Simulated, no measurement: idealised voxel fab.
The document below concerns the process module designated voxel fin reveal.
The cross-section on display is named cut; it measures 285 nm wide, and its cells are 5 nm squares.
Cross-section format: a grid of square cells, given as bands from top to bottom; each band is one or more rows of cells.
Band: top height; bottom height; in nm. Then, left to right: material with width in nm, for each material. "all across": a single material spanning edge to edge. "air": empty space.
Zero point of the height axis is 0; under it, received wafer = one material. Lowest band: continues down indefinitely, "0 nm and below".
A width given as "30..40" starts at the first number in the band's top row and ends at the second number in its bottom row, shifting by an equal amount at every step from row to row.
"stayed the same" means the step left every cell of the cross-section as it was.
You'll see "Closed internal cavities" listing empty spaces that have no way open to the top, as long as they're 8 cells or more; the notation is width x height at distance, where the distance is from the left edge, and all of it is in nm.
Where a step's line continues beyond its settings, the continuation is a remark by the simulator itself on that step.
"overlay nm" answers the question of how far to the right of plan the mask lay on a step that has a mask, and when it is negative the answer is to the left.

Set out below are the planned steps of the process
1,RECEIVE,material Si
2,CONFORMAL_DEP,material SiN,thk nm 5
3,MASKED_ETCH,tone cover,mask id FINS,width nm 15,pitch nm 45,etch materials SiN,depth nm 5,overlay nm 0
4,MASKED_ETCH,tone cover,mask id FINS,width nm 15,pitch nm 45,etch materials Si,depth nm 40,overlay nm 0
5,FILL_DEP,material SiO2,thk nm 5
6,CMP,height nm 5
7,SELECTIVE_ETCH,etch materials SiO2,depth nm 30
8,STRIP,etch materials SiN
The value of width nm given for step 4 in the plan refers to the first wafer; the wafers vary in this setting and are alike at the start.

Cut through the first of several wafers as received, post step 1
* 0 nm and below  Si all across
* Closed internal cavities: none

So in this table every wafer gets its own row, and what you see is where it stands at the end of the module: for each material, how many cells it picked up (+) or gave up (-) since we received it, and after that its closed voids
width nm 15, -408 Si, +153 SiO2, Closed internal cavities: none
width nm 20, -392 Si, +147 SiO2, Closed internal cavities: none
width nm 25, -376 Si, +141 SiO2, Closed internal cavities: none
width nm 30, -360 Si, +135 SiO2, Closed internal cavities: none
